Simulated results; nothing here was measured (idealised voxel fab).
The process module that follows is named voxel transistor to metal.
We display cut, a cross-section 215 nm in width whose square cells are each 5 nm.
Format of a cross-section: grid, square cells. Given as bands. Order: top down. Band: one or more rows of cells.
Look at the band entry: it leads with the top's height and the bottom's height in nm. Then it lists the materials left to right, with a width in nm for each. The word "all across" on a single material says that material fills the band edge to edge. The word "empty" is empty space.
Beneath 0, the wafer as received is one material, and that level is where height counting begins. The lowest band goes on downward without a bottom; it is written like "z 0 and below".
Width "30 to 40": first value at the band's top row of cells, second value at its bottom row, equal change from row to row.
"stayed the same" for a step: no cell of the cross-section changed in that step.
"Enclosed internal voids" - sealed voids, min. 8 cells, no opening to top; format: width x height at distance (distance from left edge; nm throughout).
If you see something after the settings on a step's line, that's the simulator's own remark about that step.
The optional step-line setting "overlay nm" applies to steps with a mask and quantifies how far to the right of its planned location the mask lay, a negative value indicating leftward placement.

### The following list gives the planned process steps
1: op RECEIVE | material Si
2: op OXIDIZE | depth nm 5
3: op CONFORMAL_DEP | material SiN | thk nm 15
4: op MASKED_ETCH | tone cover | mask id ACTIVE | width nm 95 | etch materials SiN | depth nm 15 | overlay nm 0
5: op MASKED_ETCH | tone cover | mask id ACTIVE | width nm 95 | etch materials SiO2 | depth nm 5 | overlay nm 0
6: op MASKED_ETCH | tone cover | mask id ACTIVE | width nm 85 | etch materials Si | depth nm 35 | overlay nm 0
7: op OXIDIZE | depth nm 5
8: op FILL_DEP | material SiO2 | thk nm 10
9: op CMP | height nm 15
10: op SELECTIVE_ETCH | etch materials SiO2 | depth nm 5
11: op STRIP | etch materials SiN
12: op SELECTIVE_ETCH | etch materials SiO2 | depth nm 5
13: op OXIDIZE | depth nm 5
14: op DIRECTIONAL_DEP | material polySi | thk nm 30
15: op DIRECTIONAL_DEP | material SiCN | thk nm 15
16: op MASKED_ETCH | tone cover | mask id GATE | width nm 15 | etch materials SiCN | depth nm 25 | overlay nm 0
17: op MASKED_ETCH | tone cover | mask id GATE | width nm 15 | etch materials polySi | depth nm 40 | overlay nm 0
18: op CONFORMAL_DEP | material SiO2 | thk nm 5
19: op DIRECTIONAL_ETCH | etch materials SiO2 | depth nm 5
20: op CONFORMAL_DEP | material SiN | thk nm 5
21: op DIRECTIONAL_ETCH | etch materials SiN | depth nm 5
22: op DIRECTIONAL_ETCH | etch materials SiO2 | depth nm 5
23: op DIRECTIONAL_ETCH | etch materials Si | depth nm 15
24: op EPI | material SiGe | thk nm 20
25: op FILL_DEP | material SiO2 | thk nm 10
26: op CMP | height nm 40
27: op DIRECTIONAL_DEP | material SiO2 | thk nm 15
28: op MASKED_ETCH | tone open | mask id CONTACT | width nm 25 | pitch nm 50 | etch materials SiO2 | depth nm 45 | overlay nm 0
29: op CONFORMAL_DEP | material TiN | thk nm 5
30: op FILL_DEP | material Ru | thk nm 10
31: op CMP | height nm 55
32: op CONFORMAL_DEP | material SiN | thk nm 5
33: op DIRECTIONAL_DEP | material lowk | thk nm 15
34: op PATTERN | tone open | mask id METAL_1 | material resist | width nm 15 | pitch nm 60 | thk nm 20 | overlay nm 0
35: op DIRECTIONAL_ETCH | etch materials lowk | depth nm 15
36: op DIRECTIONAL_ETCH | etch materials SiN | depth nm 5
37: op STRIP | etch materials resist
38: op CONFORMAL_DEP | material TiN | thk nm 5
39: op FILL_DEP | material W | thk nm 5
40: op CMP | height nm 75
41: op EPI | material Ru | thk nm 5
42: op FILL_DEP | material SiCN | thk nm 5
The wafers are alike at the start. At step 6, their width nm differs. The plan lists the first wafer's value.

### After step 1, as received: first of several wafers, cross-section
z 0 and below = Si all across
Enclosed internal voids: none

### At the end of the module, after its last step, step 42, the first of several wafers appears in cross-section as follows
z 85 to 80 = SiCN all across
z 80 to 75 = 65 of SiCN  25 of Ru  35 of SiCN  25 of Ru  65 of SiCN
z 75 to 60 = 70 of lowk  5 of TiN  5 of W  5 of TiN  45 of lowk  5 of TiN  5 of W  5 of TiN  70 of lowk
z 60 to 55 = 70 of SiN  15 of TiN  45 of SiN  15 of TiN  70 of SiN
z 55 to 45 = 70 of SiO2  5 of TiN  15 of Ru  5 of TiN  25 of SiO2  5 of TiN  15 of Ru  5 of TiN  70 of SiO2
z 45 to 40 = 70 of SiO2  5 of TiN  10 of Ru  10 of TiN  25 of SiO2  10 of TiN  10 of Ru  5 of TiN  70 of SiO2
z 40 to 25 = 70 of SiO2  5 of TiN  10 of Ru  5 of TiN  5 of SiN  5 of SiO2  15 of SiCN  5 of SiO2  5 of SiN  5 of TiN  10 of Ru  5 of TiN  70 of SiO2
z 25 to 15 = 70 of SiO2  5 of TiN  10 of Ru  5 of TiN  5 of SiN  5 of SiO2  15 of polySi  5 of SiO2  5 of SiN  5 of TiN  10 of Ru  5 of TiN  70 of SiO2
z 15 to 10 = 70 of SiO2  20 of TiN  5 of SiN  5 of SiO2  15 of polySi  5 of SiO2  5 of SiN  20 of TiN  70 of SiO2
z 10 to 5 = 70 of SiO2  20 of SiGe  5 of SiN  5 of SiO2  15 of polySi  5 of SiO2  5 of SiN  20 of SiGe  70 of SiO2
z 5 to -5 = 60 of SiO2  5 of SiN  5 of SiO2  20 of SiGe  5 of SiN  5 of SiO2  15 of polySi  5 of SiO2  5 of SiN  20 of SiGe  5 of SiO2  5 of SiN  60 of SiO2
z -5 to -10 = 65 of SiO2  25 of SiGe  35 of SiO2  25 of SiGe  65 of SiO2
z -10 to -25 = 65 of SiO2  25 of SiGe  35 of Si  25 of SiGe  65 of SiO2
z -25 to -45 = 65 of SiO2  85 of Si  65 of SiO2
z -45 and below = Si all across
Enclosed internal voids: none

### Cross-section at module completion, last wafer
z 85 to 80 = SiCN all across
z 80 to 75 = 65 of SiCN  25 of Ru  35 of SiCN  25 of Ru  65 of SiCN
z 75 to 60 = 70 of lowk  5 of TiN  5 of W  5 of TiN  45 of lowk  5 of TiN  5 of W  5 of TiN  70 of lowk
z 60 to 55 = 70 of SiN  15 of TiN  45 of SiN  15 of TiN  70 of SiN
z 55 to 45 = 70 of SiO2  5 of TiN  15 of Ru  5 of TiN  25 of SiO2  5 of TiN  15 of Ru  5 of TiN  70 of SiO2
z 45 to 40 = 70 of SiO2  5 of TiN  10 of Ru  10 of TiN  25 of SiO2  10 of TiN  10 of Ru  5 of TiN  70 of SiO2
z 40 to 25 = 70 of SiO2  5 of TiN  10 of Ru  5 of TiN  5 of SiN  5 of SiO2  15 of SiCN  5 of SiO2  5 of SiN  5 of TiN  10 of Ru  5 of TiN  70 of SiO2
z 25 to 15 = 70 of SiO2  5 of TiN  10 of Ru  5 of TiN  5 of SiN  5 of SiO2  15 of polySi  5 of SiO2  5 of SiN  5 of TiN  10 of Ru  5 of TiN  70 of SiO2
z 15 to 10 = 70 of SiO2  20 of TiN  5 of SiN  5 of SiO2  15 of polySi  5 of SiO2  5 of SiN  20 of TiN  70 of SiO2
z 10 to 5 = 60 of SiO2  30 of SiGe  5 of SiN  5 of SiO2  15 of polySi  5 of SiO2  5 of SiN  30 of SiGe  60 of SiO2
z 5 to -5 = 60 of SiO2  5 of SiN  25 of SiGe  5 of SiN  5 of SiO2  15 of polySi  5 of SiO2  5 of SiN  25 of SiGe  5 of SiN  60 of SiO2
z -5 to -10 = 65 of SiO2  25 of SiGe  35 of SiO2  25 of SiGe  65 of SiO2
z -10 to -25 = 60 of SiO2  5 of Si  25 of SiGe  35 of Si  25 of SiGe  10 of Si  55 of SiO2
z -25 to -45 = 60 of SiO2  100 of Si  55 of SiO2
z -45 and below = Si all across
Enclosed internal voids: none

### Every row in this table is a wafer at the end of the module, and it gives, for each of the materials, the cells that wafer has gained (+) or lost (-) since it was received, then its closed voids
width nm 85; +46 Ru; -298 Si; +85 SiCN; +64 SiGe; +59 SiN; +580 SiO2; +60 TiN; +6 W; +111 lowk; +18 polySi; Enclosed internal voids: none
width nm 90; +46 Ru; -298 Si; +85 SiCN; +64 SiGe; +59 SiN; +580 SiO2; +60 TiN; +6 W; +111 lowk; +18 polySi; Enclosed internal voids: none
width nm 95; +46 Ru; -298 Si; +85 SiCN; +64 SiGe; +59 SiN; +580 SiO2; +60 TiN; +6 W; +111 lowk; +18 polySi; Enclosed internal voids: none
width nm 100; +46 Ru; -291 Si; +85 SiCN; +68 SiGe; +59 SiN; +569 SiO2; +60 TiN; +6 W; +111 lowk; +18 polySi; Enclosed internal voids: none
width nm 105; +46 Ru; -284 Si; +85 SiCN; +72 SiGe; +59 SiN; +558 SiO2; +60 TiN; +6 W; +111 lowk; +18 polySi; Enclosed internal voids: none
width nm 110; +46 Ru; -277 Si; +85 SiCN; +72 SiGe; +59 SiN; +551 SiO2; +60 TiN; +6 W; +111 lowk; +18 polySi; Enclosed internal voids: none
